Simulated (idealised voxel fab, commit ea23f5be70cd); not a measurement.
You're looking at the process module voxel capacitor over wiring.
The width of the displayed cross-section, cut, is 175 nm; its cells are square, with a size of 5 nm.
A cross-section is a grid of square cells, given in bands from the top down. A band is one or more rows of cells.
The entry gives the band's vertical extent as a top height and a bottom height in nm, then its horizontal make-up as materials from left to right, each with a width in nm. "blank" stands for empty space; a single material marked "full width" fills the band edge to edge.
Height 0 is the level under which the wafer as received is all one material. The lowest band goes on downwards, as in "z 0 and below".
With a width like "30..40", each row of cells in the band differs from the next by the same amount, the top row carrying the first number and the bottom row the second.
When a step is marked "stayed the same", none of the cells in the cross-section changed during that step.
The label "Trapped void list" introduces a list of the empty spaces, 8 cells or larger, that have no open way up to the top; each entry in it reads width x height at distance, where the distance is taken from the left edge and all three are stated in nm.
after a step's settings: what the simulator itself notes on the step
overlay nm: mask right of planned place by this much (step with mask). Neg. = left.
THE STEPS PLANNED FOR THE PROCESS ARE AS FOLLOWS
- 1: RECEIVE [material Si]
- 2: CONFORMAL_DEP [material SiO2] [thk nm 10]
- 3: CONFORMAL_DEP [material SiCN] [thk nm 5]
- 4: DIRECTIONAL_DEP [material lowk] [thk nm 15]
- 5: PATTERN [tone open] [mask id METAL_1] [material resist] [width nm 20] [pitch nm 90] [thk nm 15] [overlay nm 0]
- 6: DIRECTIONAL_ETCH [etch materials lowk] [depth nm 15]
- 7: DIRECTIONAL_ETCH [etch materials SiCN] [depth nm 5]
- 8: STRIP [etch materials resist]
- 9: CONFORMAL_DEP [material TiN] [thk nm 5]
- 10: FILL_DEP [material Cu] [thk nm 5]
- 11: CMP [height nm 30]
- 12: EPI [material Ru] [thk nm 5]
- 13: FILL_DEP [material SiCN] [thk nm 5]
- 14: DIRECTIONAL_DEP [material lowk] [thk nm 15]
- 15: DIRECTIONAL_DEP [material aC] [thk nm 10]
- 16: PATTERN [tone open] [mask id PLUG_1] [material resist] [width nm 15] [thk nm 25] [overlay nm 0]
- 17: DIRECTIONAL_ETCH [etch materials aC] [depth nm 10]
- 18: STRIP [etch materials resist]
- 19: DIRECTIONAL_ETCH [etch materials lowk] [depth nm 15]
- 20: DIRECTIONAL_ETCH [etch materials SiCN] [depth nm 5]
- 21: STRIP [etch materials aC]
- 22: CONFORMAL_DEP [material TiN] [thk nm 5]
- 23: FILL_DEP [material Ru] [thk nm 5]
- 24: CMP [height nm 55]
- 25: DIRECTIONAL_DEP [material TiN] [thk nm 5]
- 26: DIRECTIONAL_DEP [material Al2O3] [thk nm 5]
- 27: DIRECTIONAL_DEP [material TiN] [thk nm 10]
- 28: MASKED_ETCH [tone cover] [mask id UPPER_PLATE] [width nm 75] [etch materials TiN] [depth nm 10] [overlay nm 0]
- 29: MASKED_ETCH [tone cover] [mask id UPPER_PLATE] [width nm 75] [etch materials Al2O3] [depth nm 5] [overlay nm 0]
- 30: MASKED_ETCH [tone cover] [mask id LOWER_PLATE] [width nm 85] [etch materials TiN] [depth nm 5] [overlay nm 0]
- 31: FILL_DEP [material SiO2] [thk nm 20]
- 32: CMP [height nm 90]
- 33: MASKED_ETCH [tone open] [mask id PLUG_2] [width nm 15] [etch materials SiO2] [depth nm 15] [overlay nm 0]
- 34: CONFORMAL_DEP [material TiN] [thk nm 5]
- 35: FILL_DEP [material W] [thk nm 10]
- 36: CMP [height nm 90]
- 37: CONFORMAL_DEP [material SiN] [thk nm 5]
INCOMING WAFER, CROSS-SECTIONAL VIEW, POST STEP 1
* z 0 and below  Si full width
* Trapped void list: none
MODULE COMPLETE - CROSS-SECTION OF THE FIRST OF TWO WAFERS, RUN ACCORDING TO PLAN
* z 95 to 90  SiN full width
* z 90 to 80  SiO2 (45); TiN (5); W (5); TiN (5); SiO2 (115)
* z 80 to 75  SiO2 (45); TiN (15); SiO2 (115)
* z 75 to 65  SiO2 (35); TiN (75); SiO2 (65)
* z 65 to 60  SiO2 (35); Al2O3 (75); SiO2 (65)
* z 60 to 55  SiO2 (30); TiN (85); SiO2 (60)
* z 55 to 40  lowk (35); TiN (5); Ru (5); TiN (5); lowk (125)
* z 40 to 35  SiCN (35); TiN (15); SiCN (125)
* z 35 to 30  SiCN (25); Ru (30); SiCN (60); Ru (30); SiCN (30)
* z 30 to 15  lowk (30); TiN (5); Cu (10); TiN (5); lowk (70); TiN (5); Cu (10); TiN (5); lowk (35)
* z 15 to 10  SiCN (30); TiN (20); SiCN (70); TiN (20); SiCN (35)
* z 10 to 0  SiO2 full width
* z 0 and below  Si full width
* Trapped void list: none
SAME START, SAME PLAN AS THE FIRST WAFER - BUT ONE MISTAKE IN THE RUN. CROSS-SECTION OF THE SECOND OF THE TWO AT THE END OF THE MODULE
* z 95 to 90  SiN full width
* z 90 to 80  SiO2 (40); TiN (5); W (5); TiN (5); SiO2 (120)
* z 80 to 75  SiO2 (40); TiN (15); SiO2 (120)
* z 75 to 65  SiO2 (35); TiN (75); SiO2 (65)
* z 65 to 60  SiO2 (35); Al2O3 (75); SiO2 (65)
* z 60 to 55  SiO2 (30); TiN (85); SiO2 (60)
* z 55 to 40  lowk (35); TiN (5); Ru (5); TiN (5); lowk (125)
* z 40 to 35  SiCN (35); TiN (15); SiCN (125)
* z 35 to 30  SiCN (25); Ru (30); SiCN (60); Ru (30); SiCN (30)
* z 30 to 15  lowk (30); TiN (5); Cu (10); TiN (5); lowk (70); TiN (5); Cu (10); TiN (5); lowk (35)
* z 15 to 10  SiCN (30); TiN (20); SiCN (70); TiN (20); SiCN (35)
* z 10 to 0  SiO2 full width
* z 0 and below  Si full width
* Trapped void list: none
Deviation noted in wafer processing: it should be noted that step 33 was executed with settings other than those planned, the operation and settings actually applied being MASKED_ETCH [tone open] [mask id PLUG_2] [width nm 15] [etch materials SiO2] [depth nm 15] [overlay nm -5]
The two final wafers agree on how many cells each material fills and disagree on which cells those are.
